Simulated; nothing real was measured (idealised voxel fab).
process module | voxel wiring stack
cross-section cut | 250 nm wide | cells 5 nm
A cross-section is a grid of square cells, given in bands from the top down. A band is one or more rows of cells.
Each band's line starts with the height of the band's top and of its bottom, in nm. Then come its materials from left to right, each with its width in nm. One material with "throughout" fills the band from edge to edge. "air" is empty space.
Height 0 is the level under which the wafer as received is all one material. The lowest band goes on downwards, as in "0 down".
A width such as "30 to 40" changes by the same amount from each row of cells to the next, from the band's top row to its bottom row.
"no change" after a step means that no cell of the cross-section changed.
closed voids: empty space of 8 cells or more with no open way to the top, each as width x height at its distance from the left edge, in nm
after a step's settings: what the simulator itself notes on the step
overlay nm, on a step with a mask: how far to the right of its planned place the mask lay; to the left if negative
plan
1 op RECEIVE | material Si
2 op CONFORMAL_DEP | material SiO2 | thk nm 10
3 op CONFORMAL_DEP | material SiN | thk nm 5
4 op DIRECTIONAL_DEP | material lowk | thk nm 20
5 op DIRECTIONAL_DEP | material aC | thk nm 15
6 op PATTERN | tone open | mask id METAL_1 | material resist | width nm 25 | pitch nm 50 | thk nm 30 | overlay nm 0
7 op DIRECTIONAL_ETCH | etch materials aC | depth nm 15
8 op STRIP | etch materials resist
9 op DIRECTIONAL_ETCH | etch materials lowk | depth nm 20
10 op DIRECTIONAL_ETCH | etch materials SiN | depth nm 5
11 op STRIP | etch materials aC
12 op CONFORMAL_DEP | material TiN | thk nm 5
13 op FILL_DEP | material Cu | thk nm 5
14 op CMP | height nm 35
15 op CONFORMAL_DEP | material SiCN | thk nm 5
16 op DIRECTIONAL_DEP | material lowk | thk nm 25
17 op DIRECTIONAL_DEP | material aC | thk nm 15
18 op PATTERN | tone open | mask id METAL_2_HOLES | material resist | width nm 15 | pitch nm 100 | thk nm 35 | overlay nm 0
19 op DIRECTIONAL_ETCH | etch materials aC | depth nm 15
20 op STRIP | etch materials resist
21 op DIRECTIONAL_ETCH | etch materials lowk | depth nm 25
22 op STRIP | etch materials aC
23 op PATTERN | tone open | mask id METAL_2 | material resist | width nm 25 | pitch nm 50 | thk nm 15 | overlay nm 0
24 op DIRECTIONAL_ETCH | etch materials lowk | depth nm 15
25 op DIRECTIONAL_ETCH | etch materials SiCN | depth nm 5
26 op STRIP | etch materials resist
27 op CONFORMAL_DEP | material TiN | thk nm 5
28 op FILL_DEP | material Ru | thk nm 5
29 op CMP | height nm 65
30 op CONFORMAL_DEP | material SiCN | thk nm 5
31 op DIRECTIONAL_DEP | material lowk | thk nm 35
32 op DIRECTIONAL_DEP | material aC | thk nm 15
33 op PATTERN | tone open | mask id METAL_3 | material resist | width nm 25 | pitch nm 50 | thk nm 30 | overlay nm 0
34 op DIRECTIONAL_ETCH | etch materials aC | depth nm 15
35 op STRIP | etch materials resist
36 op DIRECTIONAL_ETCH | etch materials lowk | depth nm 20
37 op STRIP | etch materials aC
38 op MASKED_ETCH | tone open | mask id METAL_3_HOLES | width nm 15 | pitch nm 100 | etch materials lowk | depth nm 15 | overlay nm 0
39 op MASKED_ETCH | tone open | mask id METAL_3_HOLES | width nm 15 | pitch nm 100 | etch materials SiCN | depth nm 5 | overlay nm 0
40 op CONFORMAL_DEP | material TiN | thk nm 5
41 op FILL_DEP | material Cu | thk nm 10
42 op CMP | height nm 105
43 op CONFORMAL_DEP | material SiCN | thk nm 5
44 op DIRECTIONAL_DEP | material SiO2 | thk nm 35
45 op PATTERN | tone open | mask id METAL_4 | material resist | width nm 25 | pitch nm 50 | thk nm 20 | overlay nm 0
46 op DIRECTIONAL_ETCH | etch materials SiO2 | depth nm 20
47 op STRIP | etch materials resist
48 op MASKED_ETCH | tone open | mask id METAL_4_HOLES | width nm 15 | pitch nm 50 | etch materials SiO2 | depth nm 15 | overlay nm 0
49 op MASKED_ETCH | tone open | mask id METAL_4_HOLES | width nm 15 | pitch nm 50 | etch materials SiCN | depth nm 5 | overlay nm 0
50 op CONFORMAL_DEP | material TiN | thk nm 5
51 op FILL_DEP | material Cu | thk nm 10
52 op CMP | height nm 145
53 op CONFORMAL_DEP | material SiCN | thk nm 5
as received, after step 1
  0 down: Si throughout
  closed voids: none
first wafer at the end, as planned
  150 to 145: SiCN throughout
  145 to 130: SiO2 35 | TiN 5 | Cu 15 | TiN 5 | SiO2 25 | TiN 5 | Cu 15 | TiN 5 | SiO2 25 | TiN 5 | Cu 15 | TiN 5 | SiO2 25 | TiN 5 | Cu 15 | TiN 5 | SiO2 40
  130 to 125: SiO2 35 | TiN 5 | Cu 5 | TiN 15 | SiO2 25 | TiN 5 | Cu 5 | TiN 15 | SiO2 25 | TiN 5 | Cu 5 | TiN 15 | SiO2 25 | TiN 5 | Cu 5 | TiN 15 | SiO2 40
  125 to 110: SiO2 35 | TiN 5 | Cu 5 | TiN 5 | SiO2 35 | TiN 5 | Cu 5 | TiN 5 | SiO2 35 | TiN 5 | Cu 5 | TiN 5 | SiO2 35 | TiN 5 | Cu 5 | TiN 5 | SiO2 50
  110 to 105: SiCN 35 | TiN 15 | SiCN 35 | TiN 15 | SiCN 35 | TiN 15 | SiCN 35 | TiN 15 | SiCN 50
  105 to 90: lowk 35 | TiN 5 | Cu 15 | TiN 5 | lowk 25 | TiN 5 | Cu 15 | TiN 5 | lowk 25 | TiN 5 | Cu 15 | TiN 5 | lowk 25 | TiN 5 | Cu 15 | TiN 5 | lowk 40
  90 to 85: lowk 35 | TiN 5 | Cu 5 | TiN 15 | lowk 25 | TiN 25 | lowk 25 | TiN 5 | Cu 5 | TiN 15 | lowk 25 | TiN 25 | lowk 40
  85 to 70: lowk 35 | TiN 5 | Cu 5 | TiN 5 | lowk 85 | TiN 5 | Cu 5 | TiN 5 | lowk 100
  70 to 65: SiCN 35 | TiN 15 | SiCN 85 | TiN 15 | SiCN 100
  65 to 55: lowk 35 | TiN 5 | Ru 15 | TiN 5 | lowk 25 | TiN 5 | Ru 15 | TiN 5 | lowk 25 | TiN 5 | Ru 15 | TiN 5 | lowk 25 | TiN 5 | Ru 15 | TiN 5 | lowk 40
  55 to 50: lowk 35 | TiN 5 | Ru 5 | TiN 15 | lowk 25 | TiN 25 | lowk 25 | TiN 5 | Ru 5 | TiN 15 | lowk 25 | TiN 25 | lowk 40
  50 to 40: lowk 35 | TiN 5 | Ru 5 | TiN 5 | lowk 85 | TiN 5 | Ru 5 | TiN 5 | lowk 100
  40 to 35: SiCN 35 | TiN 15 | SiCN 85 | TiN 15 | SiCN 100
  35 to 15: lowk 35 | TiN 5 | Cu 15 | TiN 5 | lowk 25 | TiN 5 | Cu 15 | TiN 5 | lowk 25 | TiN 5 | Cu 15 | TiN 5 | lowk 25 | TiN 5 | Cu 15 | TiN 5 | lowk 40
  15 to 10: SiN 35 | TiN 25 | SiN 25 | TiN 25 | SiN 25 | TiN 25 | SiN 25 | TiN 25 | SiN 40
  10 to 0: SiO2 throughout
  0 down: Si throughout
  closed voids: none
second wafer at the end: like start, like plan, one mistake
  150 to 145: SiCN throughout
  145 to 130: SiO2 35 | TiN 5 | Cu 15 | TiN 5 | SiO2 25 | TiN 5 | Cu 15 | TiN 5 | SiO2 25 | TiN 5 | Cu 15 | TiN 5 | SiO2 25 | TiN 5 | Cu 15 | TiN 5 | SiO2 40
  130 to 125: SiO2 35 | TiN 5 | Cu 5 | TiN 15 | SiO2 25 | TiN 5 | Cu 5 | TiN 15 | SiO2 25 | TiN 5 | Cu 5 | TiN 15 | SiO2 25 | TiN 5 | Cu 5 | TiN 15 | SiO2 40
  125 to 110: SiO2 35 | TiN 5 | Cu 5 | TiN 5 | SiO2 35 | TiN 5 | Cu 5 | TiN 5 | SiO2 35 | TiN 5 | Cu 5 | TiN 5 | SiO2 35 | TiN 5 | Cu 5 | TiN 5 | SiO2 50
  110 to 105: SiCN 35 | TiN 15 | SiCN 35 | TiN 15 | SiCN 35 | TiN 15 | SiCN 35 | TiN 15 | SiCN 50
  105 to 90: lowk 35 | TiN 5 | Cu 15 | TiN 5 | lowk 25 | TiN 5 | Cu 15 | TiN 5 | lowk 25 | TiN 5 | Cu 15 | TiN 5 | lowk 25 | TiN 5 | Cu 15 | TiN 5 | lowk 40
  90 to 85: lowk 35 | TiN 5 | Cu 5 | TiN 15 | lowk 25 | TiN 25 | lowk 25 | TiN 5 | Cu 5 | TiN 15 | lowk 25 | TiN 25 | lowk 40
  85 to 70: lowk 35 | TiN 5 | Cu 5 | TiN 5 | lowk 85 | TiN 5 | Cu 5 | TiN 5 | lowk 100
  70 to 65: SiCN 35 | TiN 15 | SiCN 85 | TiN 15 | SiCN 100
  65 to 55: lowk 35 | TiN 5 | Ru 15 | TiN 5 | lowk 25 | TiN 5 | Ru 15 | TiN 5 | lowk 25 | TiN 5 | Ru 15 | TiN 5 | lowk 25 | TiN 5 | Ru 15 | TiN 5 | lowk 40
  55 to 50: lowk 35 | TiN 5 | Ru 5 | TiN 15 | lowk 25 | TiN 25 | lowk 25 | TiN 5 | Ru 5 | TiN 15 | lowk 25 | TiN 25 | lowk 40
  50 to 40: lowk 35 | TiN 5 | Ru 5 | TiN 5 | lowk 85 | TiN 5 | Ru 5 | TiN 5 | lowk 100
  40 to 35: SiCN 35 | TiN 15 | SiCN 85 | TiN 15 | SiCN 100
  35 to 15: Cu 30 | TiN 5 | lowk 25 | TiN 5 | Cu 15 | TiN 5 | lowk 25 | TiN 5 | Cu 15 | TiN 5 | lowk 25 | TiN 5 | Cu 15 | TiN 5 | lowk 25 | TiN 5 | Cu 35
  15 to 10: TiN 35 | SiN 25 | TiN 25 | SiN 25 | TiN 25 | SiN 25 | TiN 25 | SiN 25 | TiN 40
  10 to 0: SiO2 throughout
  0 down: Si throughout
  closed voids: none
what went wrong: step 6 ran as: op PATTERN | tone cover | mask id METAL_1 | material resist | width nm 25 | pitch nm 50 | thk nm 30 | overlay nm 0
at the end the second wafer has, in cells: 40 more of Cu | 10 fewer of SiN | 10 more of TiN | 40 fewer of lowk
